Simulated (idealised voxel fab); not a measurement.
Process module heading - voxel capacitor over wiring
This is section cut - it's 160 nm across, gridded in 5 nm square cells.
The cross-sections in this document take the form of a grid made of square cells. They are written out as bands, in order from top to bottom. Each band consists of one or more rows of cells. First you get the band's top height and its bottom height, in nm, and then the materials it's made of, left to right, with each width in nm. If you see a single material with "everywhere", that one covers the band edge to edge. "air" is empty space. Zero point of the height axis is 0; under it, received wafer = one material. Lowest band: continues down indefinitely, "z 0 and below". So if you see something like "30..40" for the width, read it as the top row of the band sitting at the first number and the bottom row at the second, with every row in between moving by the same amount as the last. When a step is marked "changes: none", none of the cells in the cross-section changed during that step. Entry "Enclosed void list" = empty spaces >= 8 cells with no open way to the top; each as width x height at distance, distance from left edge, all nm. It should be noted that, on the line of a given step, the content following the step's settings is a remark produced by the simulator itself with respect to that step. overlay nm: step with mask; distance mask lay right of planned place; negative value = left of planned place.

### The planned process steps are enumerated hereunder
1,op RECEIVE | material Si
2,op CONFORMAL_DEP | material SiO2 | thk nm 10
3,op DIRECTIONAL_DEP | material TiN | thk nm 5
4,op DIRECTIONAL_DEP | material Ru | thk nm 20
5,op DIRECTIONAL_DEP | material aC | thk nm 15
6,op PATTERN | tone cover | mask id METAL_1 | material resist | width nm 25 | pitch nm 75 | thk nm 35 | overlay nm 0
7,op DIRECTIONAL_ETCH | etch materials aC | depth nm 15
8,op STRIP | etch materials resist
9,op DIRECTIONAL_ETCH | etch materials Ru | depth nm 20
10,op DIRECTIONAL_ETCH | etch materials TiN | depth nm 5
11,op STRIP | etch materials aC
12,op FILL_DEP | material lowk | thk nm 5
13,op CMP | height nm 35
14,op CONFORMAL_DEP | material SiCN | thk nm 5
15,op DIRECTIONAL_DEP | material SiO2 | thk nm 10
16,op DIRECTIONAL_DEP | material aC | thk nm 10
17,op PATTERN | tone open | mask id PLUG_1 | material resist | width nm 15 | thk nm 30 | overlay nm -15
18,op DIRECTIONAL_ETCH | etch materials aC | depth nm 10
19,op STRIP | etch materials resist
20,op DIRECTIONAL_ETCH | etch materials SiO2 | depth nm 10
21,op DIRECTIONAL_ETCH | etch materials SiCN | depth nm 5
22,op STRIP | etch materials aC
23,op CONFORMAL_DEP | material TiN | thk nm 5
24,op FILL_DEP | material Ru | thk nm 5
25,op CMP | height nm 50
26,op DIRECTIONAL_DEP | material TiN | thk nm 10
27,op DIRECTIONAL_DEP | material HfO2 | thk nm 5
28,op DIRECTIONAL_DEP | material TiN | thk nm 10
29,op MASKED_ETCH | tone cover | mask id UPPER_PLATE | width nm 55 | etch materials TiN | depth nm 10 | overlay nm 0
30,op MASKED_ETCH | tone cover | mask id UPPER_PLATE | width nm 55 | etch materials HfO2 | depth nm 5 | overlay nm 0
31,op PATTERN | tone cover | mask id LOWER_PLATE | material resist | width nm 65 | thk nm 20 | overlay nm 0
32,op DIRECTIONAL_ETCH | etch materials TiN | depth nm 10
33,op STRIP | etch materials resist
34,op FILL_DEP | material SiO2 | thk nm 20
35,op CMP | height nm 90
36,op PATTERN | tone open | mask id PLUG_2 | material resist | width nm 15 | thk nm 20 | overlay nm 0
37,op DIRECTIONAL_ETCH | etch materials SiO2 | depth nm 15
38,op STRIP | etch materials resist
39,op CONFORMAL_DEP | material TiN | thk nm 5
40,op FILL_DEP | material W | thk nm 5
41,op CMP | height nm 90
42,op CONFORMAL_DEP | material SiN | thk nm 5
The wafers in this document start out alike and differ in the overlay nm applied at step 17; the plan shows the value used for the first wafer.

### As-received state after step 1, first of several wafers, cross-section
* z 0 and below  Si everywhere
* Enclosed void list: none

### Wafer rows, end of module: cells per material gained (+) or lost (-) since receipt; closed voids last
overlay nm -15 | +11 HfO2 | +42 Ru | +29 SiCN | +32 SiN | +310 SiO2 | +72 TiN | +2 W | +110 lowk | Enclosed void list: none
overlay nm -10 | +11 HfO2 | +42 Ru | +29 SiCN | +32 SiN | +310 SiO2 | +72 TiN | +2 W | +110 lowk | Enclosed void list: none
overlay nm -5 | +11 HfO2 | +42 Ru | +29 SiCN | +32 SiN | +310 SiO2 | +72 TiN | +2 W | +110 lowk | Enclosed void list: none
overlay nm 0 | +11 HfO2 | +42 Ru | +29 SiCN | +32 SiN | +310 SiO2 | +72 TiN | +2 W | +110 lowk | Enclosed void list: none
overlay nm 5 | +11 HfO2 | +42 Ru | +29 SiCN | +32 SiN | +310 SiO2 | +72 TiN | +2 W | +110 lowk | Enclosed void list: none
overlay nm 10 | +11 HfO2 | +42 Ru | +29 SiCN | +32 SiN | +310 SiO2 | +72 TiN | +2 W | +110 lowk | Enclosed void list: none
overlay nm 15 | +11 HfO2 | +42 Ru | +29 SiCN | +32 SiN | +310 SiO2 | +72 TiN | +2 W | +110 lowk | Enclosed void list: none
